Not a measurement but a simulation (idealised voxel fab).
Name of the process module below: voxel double patterning
The figure presents cross-section cut, which has a width of 180 nm and is divided into square cells with an edge length of 5 nm.
Cross-section = grid of square cells, listed top down in bands; band = one or more rows.
What a band's entry tells you: where the top is and where the bottom is, as heights in nm, and after that what lies inside, material by material from left to right, each with its width in nm. Empty space is written as the word "blank", and a single material marked with the word "all across" occupies the band from edge to edge.
Where do heights start? At 0: under that level the wafer as delivered is made of one material only. And the lowest band has no floor; it just carries on downward, as in "from 0 down".
Per-row width for "30->40": begins at first number (top row of band), ends at second number (bottom row), increment between rows held constant.
No cell of the cross-section changed in a step that is given as "no modification".
In "Closed void inventory" the enclosed voids are listed, meaning empty spaces of 8 cells or larger without any opening to the top. The form is width x height at distance, distance from the left edge, units nm.
Text after the settings on a step's line: the simulator's own remark on that step.
On any step carrying a mask, the "overlay nm" setting, if present on the step's line, tells how far right of its planned place the mask lay; negative values point to the left.

HERE'S WHAT THE PLANNED PROCESS STEPS LOOK LIKE
- 1: op RECEIVE | material Si
- 2: op CONFORMAL_DEP | material SiO2 | thk nm 10
- 3: op DIRECTIONAL_DEP | material polySi | thk nm 10
- 4: op DIRECTIONAL_DEP | material SiN | thk nm 10
- 5: op MASKED_ETCH | tone open | mask id FIRST | width nm 15 | pitch nm 50 | etch materials SiN | depth nm 10 | overlay nm 0
- 6: op DIRECTIONAL_DEP | material aC | thk nm 15
- 7: op PATTERN | tone open | mask id SECOND | material resist | width nm 15 | thk nm 35 | overlay nm 0
- 8: op DIRECTIONAL_ETCH | etch materials aC | depth nm 15
- 9: op STRIP | etch materials resist
- 10: op DIRECTIONAL_ETCH | etch materials SiN | depth nm 10
- 11: op STRIP | etch materials aC
- 12: op DIRECTIONAL_ETCH | etch materials polySi | depth nm 10
- 13: op STRIP | etch materials SiN

INCOMING WAFER IN CROSS-SECTION (STATE: AFTER STEP 1)
* from 0 down: Si all across
* Closed void inventory: none

FIRST OF TWO WAFERS, END-OF-MODULE SECTION, RUN FOLLOWED PLAN
* from 20 to 10: polySi 55, blank 15, polySi 10, blank 15, polySi 10, blank 15, polySi 60
* from 10 to 0: SiO2 all across
* from 0 down: Si all across
* Closed void inventory: none

CROSS-SECTIONAL IMAGE OF THE SECOND WAFER OF THE TWO FOLLOWING COMPLETION OF THE MODULE. STARTING STATE AND PROCESS PLAN WERE THE SAME AS FOR THE FIRST WAFER; ONE EXECUTION ERROR OCCURRED
* from 20 to 10: polySi 55, blank 20, polySi 5, blank 15, polySi 10, blank 20, polySi 55
* from 10 to 0: SiO2 all across
* from 0 down: Si all across
* Closed void inventory: none
In executing the process, a mistake was made relative to the plan: step 5 was not run as planned; what actually ran was op MASKED_ETCH | tone open | mask id FIRST | width nm 20 | pitch nm 50 | etch materials SiN | depth nm 10 | overlay nm 0
Final comparison by cell count, materials where the second wafer has more or fewer than the first: polySi: 4 fewer
